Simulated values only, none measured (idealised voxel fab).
Process module under the name voxel tone inversion
For reference, the cross-section in this document is cut, with width 160 nm and square cells of 5 nm.
Cross-sections here: square-cell grids, written as top-down lists of bands, a band being one or more rows of cells.
Heights first: top, then bottom, in nm. Then materials, left to right, each with a width in nm. "all across" on a single material: fills the band edge to edge. "empty": empty space.
Ref level 0: as-received wafer is one material below here. Bottom band extends down with no lower bound ("z 0 and below").
You'd read "30..40" like this: the band's top row of cells is as wide as the first number, its bottom row is as wide as the second, and going down, every row changes width by the same amount as the row before did.
Basically "all unchanged" means that step didn't change any cell in the cross-section.
The entry "Unvented cavities" lists the empty spaces that cover at least 8 cells and have no open path to the top. Each is written as width x height at distance, where the distance is measured from the left edge and all three values are in nm.
Whatever follows a step's settings on its line is a remark the simulator itself makes about that step.
A step line may carry the setting "overlay nm", which, for steps involving a mask, states the distance by which the mask lay to the right of its intended position; negative values denote displacement to the left.
[These are the steps we planned for the process]
1. RECEIVE (material Si)
2. CONFORMAL_DEP (material SiCN; thk nm 5)
3. DIRECTIONAL_DEP (material aC; thk nm 15)
4. PATTERN (tone cover; mask id POSTS; material resist; width nm 20; pitch nm 35; thk nm 25; overlay nm 0)
5. DIRECTIONAL_ETCH (etch materials aC; depth nm 15)
6. STRIP (etch materials resist)
7. FILL_DEP (material SiO2; thk nm 10)
8. CMP (height nm 20)
9. STRIP (etch materials aC)
[Account of the first of two wafers, which was processed as intended]
[Wafer as received: cross-section following step 1]
    z 0 and below: Si all across
    Unvented cavities: none
[The following cross-section depicts the wafer upon completion of step 2]
    z 5 to 0: SiCN all across
    No changes below 0.
[The following cross-section depicts the wafer upon completion of step 3]
    z 20 to 5: aC all across
    No changes below 5.
[The following cross-section depicts the wafer upon completion of step 4]
    z 45 to 20: 15 empty, then 20 resist, then 15 empty, then 20 resist, then 15 empty, then 20 resist, then 15 empty, then 20 resist, then 20 empty
    No changes below 20.
[The following cross-section depicts the wafer upon completion of step 5]
    z 30 to 20: 15 empty, then 20 resist, then 15 empty, then 20 resist, then 15 empty, then 20 resist, then 15 empty, then 20 resist, then 20 empty
    z 20 to 5: 15 empty, then 20 aC, then 15 empty, then 20 aC, then 15 empty, then 20 aC, then 15 empty, then 20 aC, then 20 empty
    No changes below 5.
[The following cross-section depicts the wafer upon completion of step 6]
    z 20 to 5: 15 empty, then 20 aC, then 15 empty, then 20 aC, then 15 empty, then 20 aC, then 15 empty, then 20 aC, then 20 empty
    No changes below 5.
[The following cross-section depicts the wafer upon completion of step 7]
    z 30 to 20: SiO2 all across
    z 20 to 5: 15 SiO2, then 20 aC, then 15 SiO2, then 20 aC, then 15 SiO2, then 20 aC, then 15 SiO2, then 20 aC, then 20 SiO2
    No changes below 5.
[The following cross-section depicts the wafer upon completion of step 8]
    z 20 to 5: 15 SiO2, then 20 aC, then 15 SiO2, then 20 aC, then 15 SiO2, then 20 aC, then 15 SiO2, then 20 aC, then 20 SiO2
    No changes below 5.
[The following cross-section depicts the wafer upon completion of step 9]
    z 20 to 5: 15 SiO2, then 20 empty, then 15 SiO2, then 20 empty, then 15 SiO2, then 20 empty, then 15 SiO2, then 20 empty, then 20 SiO2
    No changes below 5.
[It is to be noted that the second wafer proceeded from the same initial state and according to the same plan as the first, although one mistake was committed in its execution; through step 3, inclusive, the two wafers share an identical history]
[when step 4 should have ended]
    z 45 to 20: 20 empty, then 20 resist, then 15 empty, then 20 resist, then 15 empty, then 20 resist, then 15 empty, then 20 resist, then 15 empty
    No changes below 20.
[when step 5 should have ended]
    z 30 to 20: 20 empty, then 20 resist, then 15 empty, then 20 resist, then 15 empty, then 20 resist, then 15 empty, then 20 resist, then 15 empty
    z 20 to 5: 20 empty, then 20 aC, then 15 empty, then 20 aC, then 15 empty, then 20 aC, then 15 empty, then 20 aC, then 15 empty
    No changes below 5.
[when step 6 should have ended]
    z 20 to 5: 20 empty, then 20 aC, then 15 empty, then 20 aC, then 15 empty, then 20 aC, then 15 empty, then 20 aC, then 15 empty
    No changes below 5.
[when step 7 should have ended]
    z 30 to 20: SiO2 all across
    z 20 to 5: 20 SiO2, then 20 aC, then 15 SiO2, then 20 aC, then 15 SiO2, then 20 aC, then 15 SiO2, then 20 aC, then 15 SiO2
    No changes below 5.
[when step 8 should have ended]
    z 20 to 5: 20 SiO2, then 20 aC, then 15 SiO2, then 20 aC, then 15 SiO2, then 20 aC, then 15 SiO2, then 20 aC, then 15 SiO2
    No changes below 5.
[when step 9 should have ended]
    z 20 to 5: 20 SiO2, then 20 empty, then 15 SiO2, then 20 empty, then 15 SiO2, then 20 empty, then 15 SiO2, then 20 empty, then 15 SiO2
    No changes below 5.
Run error: step 4, actual vs plan mismatch, actual run PATTERN (tone cover; mask id POSTS; material resist; width nm 20; pitch nm 35; thk nm 25; overlay nm 5)
Same inventory, different map: at the end, the second wafer holds as many cells of each material as the first, placed elsewhere.
